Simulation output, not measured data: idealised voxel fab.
voxel capacitor over wiring: a process module
For reference, the cross-section in this document is cut, with width 230 nm and square cells of 5 nm.
Notation: cross-section as square-cell grid; stated in bands, top first, going down; one or more cell rows per band.
It is stipulated that each band's entry specify, in nanometres, the height of the top of the band and then that of its bottom, followed by the materials of the band in left-to-right sequence, each together with its width in nanometres. A single material marked by the word "everywhere" is understood to fill the band from edge to edge; the word "blank" is understood to denote empty space.
The level at which height equals 0 is the one under which the wafer, as it arrives, is entirely one material. No lower edge exists for the bottom band, which continues downward and is notated as in "top 0, no bottom".
Quick explanation for "30->40": the width changes in equal steps down the rows of cells, from the first number in the band's top row to the second number in its bottom row.
Given "same as before" for a step, no cell of the cross-section differs between before and after that step.
Entry "Encapsulated voids" = empty spaces >= 8 cells with no open way to the top; each as width x height at distance, distance from left edge, all nm.
Formally, on a step line, whatever follows the settings is a remark that the simulator itself makes on the step.
overlay nm: on a step with a mask, how far right of its planned place the mask lay; negative means left.

The following list gives the planned process steps
1 RECEIVE | material Si
2 CONFORMAL_DEP | material SiO2 | thk nm 15
3 CONFORMAL_DEP | material SiCN | thk nm 5
4 DIRECTIONAL_DEP | material lowk | thk nm 25
5 DIRECTIONAL_DEP | material aC | thk nm 15
6 PATTERN | tone open | mask id METAL_1 | material resist | width nm 25 | pitch nm 95 | thk nm 35 | overlay nm 0
7 DIRECTIONAL_ETCH | etch materials aC | depth nm 15
8 STRIP | etch materials resist
9 DIRECTIONAL_ETCH | etch materials lowk | depth nm 25
10 DIRECTIONAL_ETCH | etch materials SiCN | depth nm 5
11 STRIP | etch materials aC
12 CONFORMAL_DEP | material TiN | thk nm 5
13 FILL_DEP | material Ru | thk nm 5
14 CMP | height nm 45
15 CONFORMAL_DEP | material SiCN | thk nm 5
16 DIRECTIONAL_DEP | material lowk | thk nm 15
17 DIRECTIONAL_DEP | material aC | thk nm 15
18 PATTERN | tone open | mask id PLUG_1 | material resist | width nm 15 | thk nm 30 | overlay nm 0
19 DIRECTIONAL_ETCH | etch materials aC | depth nm 15
20 STRIP | etch materials resist
21 DIRECTIONAL_ETCH | etch materials lowk | depth nm 15
22 DIRECTIONAL_ETCH | etch materials SiCN | depth nm 5
23 STRIP | etch materials aC
24 CONFORMAL_DEP | material TiN | thk nm 5
25 FILL_DEP | material W | thk nm 5
26 CMP | height nm 65
27 DIRECTIONAL_DEP | material TiN | thk nm 5
28 DIRECTIONAL_DEP | material Al2O3 | thk nm 5
29 DIRECTIONAL_DEP | material TiN | thk nm 5
30 DIRECTIONAL_DEP | material aC | thk nm 10
31 PATTERN | tone cover | mask id UPPER_PLATE | material resist | width nm 75 | thk nm 30 | overlay nm 0
32 DIRECTIONAL_ETCH | etch materials aC | depth nm 10
33 STRIP | etch materials resist
34 DIRECTIONAL_ETCH | etch materials TiN | depth nm 5
35 DIRECTIONAL_ETCH | etch materials Al2O3 | depth nm 5
36 STRIP | etch materials aC
37 MASKED_ETCH | tone cover | mask id LOWER_PLATE | width nm 85 | etch materials TiN | depth nm 5 | overlay nm 0
38 FILL_DEP | material SiO2 | thk nm 20
39 CMP | height nm 95
40 PATTERN | tone open | mask id PLUG_2 | material resist | width nm 15 | thk nm 15 | overlay nm 0
41 DIRECTIONAL_ETCH | etch materials SiO2 | depth nm 15
42 STRIP | etch materials resist
43 CONFORMAL_DEP | material TiN | thk nm 5
44 FILL_DEP | material Cu | thk nm 5
45 CMP | height nm 95
46 CONFORMAL_DEP | material SiCN | thk nm 5

As-received wafer cross-section (after step 1)
  top 0, no bottom = Si everywhere
  Encapsulated voids: none

Below is the wafer in cross-section after the module was completed. It began from the starting point shown above and followed the plan shown above, except that one mistake was made while running it
  top 100, bottom 95 = SiCN everywhere
  top 95, bottom 85 = SiO2=75, then TiN=5, then Cu=5, then TiN=5, then SiO2=140
  top 85, bottom 75 = SiO2=75->65, then TiN=15->75, then SiO2=140->90
  top 75, bottom 70 = SiO2=65, then Al2O3=75, then SiO2=90
  top 70, bottom 65 = SiO2=60, then TiN=85, then SiO2=85
  top 65, bottom 50 = lowk=65, then TiN=5, then W=5, then TiN=5, then lowk=150
  top 50, bottom 45 = SiCN=65, then TiN=15, then SiCN=150
  top 45, bottom 35 = lowk=55, then TiN=5, then Ru=15, then TiN=5, then lowk=70, then TiN=5, then Ru=15, then TiN=5, then lowk=55
  top 35, bottom 30 = SiCN=55, then TiN=25, then SiCN=70, then TiN=25, then SiCN=55
  top 30, bottom 0 = SiO2 everywhere
  top 0, no bottom = Si everywhere
  Encapsulated voids: none
Diagnosis: heads up, step 2 of the plan got done twice
